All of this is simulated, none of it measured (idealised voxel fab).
The following is a process module called voxel transistor to metal.
Pictured: cross-section cut, 185 nm wide, on a grid of 5 nm square cells.
Heads up, the way a cross-section reads in here is a grid of square cells, handed over as bands from the top down, with every band being one or more rows of cells. What a band's entry tells you: where the top is and where the bottom is, as heights in nm, and after that what lies inside, material by material from left to right, each with its width in nm. Empty space is written as the word "empty", and a single material marked with the word "all across" occupies the band from edge to edge. Height 0 is the level under which the wafer as received is all one material. The lowest band goes on downwards, as in "z 0 and below". Width spec "30 to 40" -> top row of cells at first value, bottom row at second value, equal per-row change in between. It should be understood that the words "changes: none", when stated for a given step, signify that the cross-section underwent no change in any of its cells during that step. The entry "Fully closed voids" lists the empty spaces that cover at least 8 cells and have no open path to the top. Each is written as width x height at distance, where the distance is measured from the left edge and all three values are in nm. If you see something after the settings on a step's line, that's the simulator's own remark about that step. Steps that use a mask can have "overlay nm" on their line. It says how far the mask sat to the right of where it was meant to be. Negative means to the left.

Here's what the planned process steps look like
- 1: RECEIVE [material Si]
- 2: CONFORMAL_DEP [material SiO2] [thk nm 5]
- 3: CONFORMAL_DEP [material SiN] [thk nm 10]
- 4: MASKED_ETCH [tone cover] [mask id ACTIVE] [width nm 120] [etch materials SiN] [depth nm 10] [overlay nm 0]
- 5: MASKED_ETCH [tone cover] [mask id ACTIVE] [width nm 120] [etch materials SiO2] [depth nm 5] [overlay nm -15]
- 6: MASKED_ETCH [tone cover] [mask id ACTIVE] [width nm 120] [etch materials Si] [depth nm 20] [overlay nm 0]
- 7: OXIDIZE [depth nm 5]
- 8: FILL_DEP [material SiO2] [thk nm 5]
- 9: CMP [height nm 15]
- 10: SELECTIVE_ETCH [etch materials SiO2] [depth nm 10]
- 11: STRIP [etch materials SiN]
- 12: SELECTIVE_ETCH [etch materials SiO2] [depth nm 5]
- 13: OXIDIZE [depth nm 5]
- 14: DIRECTIONAL_DEP [material polySi] [thk nm 25]
- 15: DIRECTIONAL_DEP [material SiCN] [thk nm 10]
- 16: MASKED_ETCH [tone cover] [mask id GATE] [width nm 30] [etch materials SiCN] [depth nm 20] [overlay nm 0]
- 17: MASKED_ETCH [tone cover] [mask id GATE] [width nm 30] [etch materials polySi] [depth nm 35] [overlay nm 0]
- 18: CONFORMAL_DEP [material SiO2] [thk nm 5]
- 19: DIRECTIONAL_ETCH [etch materials SiO2] [depth nm 5]
- 20: CONFORMAL_DEP [material SiN] [thk nm 5]
- 21: DIRECTIONAL_ETCH [etch materials SiN] [depth nm 5]
- 22: DIRECTIONAL_ETCH [etch materials SiO2] [depth nm 5]
- 23: DIRECTIONAL_ETCH [etch materials Si] [depth nm 15]
- 24: EPI [material SiGe] [thk nm 20]
- 25: FILL_DEP [material SiO2] [thk nm 10]
- 26: CMP [height nm 25]
- 27: STRIP [etch materials polySi]
- 28: SELECTIVE_ETCH [etch materials SiO2] [depth nm 5]
- 29: CONFORMAL_DEP [material HfO2] [thk nm 5]
- 30: CONFORMAL_DEP [material TiN] [thk nm 5]
- 31: FILL_DEP [material W] [thk nm 10]
- 32: CMP [height nm 20]
- 33: DIRECTIONAL_DEP [material SiO2] [thk nm 10]
- 34: DIRECTIONAL_DEP [material aC] [thk nm 10]
- 35: PATTERN [tone open] [mask id CONTACT] [material resist] [width nm 20] [pitch nm 90] [thk nm 25] [overlay nm 0]
- 36: DIRECTIONAL_ETCH [etch materials aC] [depth nm 10]
- 37: STRIP [etch materials resist]
- 38: DIRECTIONAL_ETCH [etch materials SiO2] [depth nm 30]
- 39: STRIP [etch materials aC]
- 40: CONFORMAL_DEP [material TiN] [thk nm 5]
- 41: FILL_DEP [material Ru] [thk nm 5]
- 42: CMP [height nm 30]
- 43: CONFORMAL_DEP [material SiCN] [thk nm 5]
- 44: DIRECTIONAL_DEP [material lowk] [thk nm 25]
- 45: DIRECTIONAL_DEP [material aC] [thk nm 15]
- 46: PATTERN [tone open] [mask id METAL_1] [material resist] [width nm 20] [pitch nm 90] [thk nm 35] [overlay nm 0]
- 47: DIRECTIONAL_ETCH [etch materials aC] [depth nm 15]
- 48: STRIP [etch materials resist]
- 49: DIRECTIONAL_ETCH [etch materials lowk] [depth nm 25]
- 50: DIRECTIONAL_ETCH [etch materials SiCN] [depth nm 5]
- 51: STRIP [etch materials aC]
- 52: CONFORMAL_DEP [material TiN] [thk nm 5]
- 53: FILL_DEP [material Ru] [thk nm 5]
- 54: CMP [height nm 60]
- 55: CONFORMAL_DEP [material SiCN] [thk nm 5]
The plan shows the overlay nm of step 5 as the first wafer had it; this setting differs between the wafers, which start out alike.

First of several wafers, received after step 1, in cross-section
	z 0 and below = Si all across
	Fully closed voids: none

Take a look at the first of several wafers in cross-section: the module is done, and step 55 was its last step
	z 65 to 60 = SiCN all across
	z 60 to 35 = lowk: 35; TiN: 5; Ru: 10; TiN: 5; lowk: 70; TiN: 5; Ru: 10; TiN: 5; lowk: 40
	z 35 to 30 = SiCN: 35; TiN: 20; SiCN: 70; TiN: 20; SiCN: 40
	z 30 to 20 = SiO2: 35; TiN: 5; Ru: 10; TiN: 5; SiO2: 70; TiN: 5; Ru: 10; TiN: 5; SiO2: 40
	z 20 to 15 = SiO2: 35; TiN: 20; SiO2: 10; SiN: 5; HfO2: 5; TiN: 5; W: 20; TiN: 5; HfO2: 5; SiN: 5; SiO2: 10; TiN: 20; SiO2: 40
	z 15 to 5 = SiO2: 35; TiN: 10; SiGe: 20; SiN: 5; HfO2: 5; TiN: 5; W: 20; TiN: 5; HfO2: 5; SiN: 5; SiGe: 20; TiN: 10; SiO2: 40
	z 5 to 0 = SiO2: 35; TiN: 10; SiGe: 20; SiN: 5; HfO2: 5; TiN: 30; HfO2: 5; SiN: 5; SiGe: 20; TiN: 10; SiO2: 40
	z 0 to -5 = SiO2: 15; SiGe: 50; SiO2: 5; HfO2: 40; SiO2: 5; SiGe: 35; SiO2: 35
	z -5 to -20 = SiO2: 20; SiGe: 45; Si: 50; SiGe: 30; SiO2: 40
	z -20 to -25 = SiO2: 20; Si: 125; SiO2: 40
	z -25 and below = Si all across
	Fully closed voids: none

Cross-sectional view of the final wafer of several at the module's end
	z 65 to 60 = SiCN all across
	z 60 to 35 = lowk: 35; TiN: 5; Ru: 10; TiN: 5; lowk: 70; TiN: 5; Ru: 10; TiN: 5; lowk: 40
	z 35 to 30 = SiCN: 35; TiN: 20; SiCN: 70; TiN: 20; SiCN: 40
	z 30 to 20 = SiO2: 35; TiN: 5; Ru: 10; TiN: 5; SiO2: 70; TiN: 5; Ru: 10; TiN: 5; SiO2: 40
	z 20 to 15 = SiO2: 35; TiN: 20; SiO2: 10; SiN: 5; HfO2: 5; TiN: 5; W: 20; TiN: 5; HfO2: 5; SiN: 5; SiO2: 10; TiN: 20; SiO2: 40
	z 15 to 5 = SiO2: 35; TiN: 10; SiGe: 20; SiN: 5; HfO2: 5; TiN: 5; W: 20; TiN: 5; HfO2: 5; SiN: 5; SiGe: 20; TiN: 10; SiO2: 40
	z 5 to 0 = SiO2: 35; TiN: 10; SiGe: 20; SiN: 5; HfO2: 5; TiN: 30; HfO2: 5; SiN: 5; SiGe: 20; TiN: 10; SiO2: 40
	z 0 to -5 = SiO2: 30; SiGe: 35; SiO2: 5; HfO2: 40; SiO2: 5; SiGe: 50; SiO2: 20
	z -5 to -20 = SiO2: 35; SiGe: 30; Si: 50; SiGe: 45; SiO2: 25
	z -20 to -25 = SiO2: 35; Si: 125; SiO2: 25
	z -25 and below = Si all across
	Fully closed voids: none

End of module, by wafer: material-by-material cell gain (+) or loss (-) since receipt, then closed voids
overlay nm -15, +16 HfO2, +28 Ru, -130 Si, +66 SiCN, +86 SiGe, +8 SiN, +182 SiO2, +68 TiN, +12 W, +145 lowk, Fully closed voids: none
overlay nm -10, +16 HfO2, +28 Ru, -131 Si, +66 SiCN, +82 SiGe, +8 SiN, +187 SiO2, +68 TiN, +12 W, +145 lowk, Fully closed voids: none
overlay nm -5, +16 HfO2, +28 Ru, -132 Si, +66 SiCN, +78 SiGe, +8 SiN, +192 SiO2, +68 TiN, +12 W, +145 lowk, Fully closed voids: none
overlay nm 0, +16 HfO2, +28 Ru, -133 Si, +66 SiCN, +74 SiGe, +8 SiN, +197 SiO2, +68 TiN, +12 W, +145 lowk, Fully closed voids: none
overlay nm 5, +16 HfO2, +28 Ru, -132 Si, +66 SiCN, +78 SiGe, +8 SiN, +192 SiO2, +68 TiN, +12 W, +145 lowk, Fully closed voids: none
overlay nm 10, +16 HfO2, +28 Ru, -131 Si, +66 SiCN, +82 SiGe, +8 SiN, +187 SiO2, +68 TiN, +12 W, +145 lowk, Fully closed voids: none
overlay nm 15, +16 HfO2, +28 Ru, -130 Si, +66 SiCN, +86 SiGe, +8 SiN, +182 SiO2, +68 TiN, +12 W, +145 lowk, Fully closed voids: none
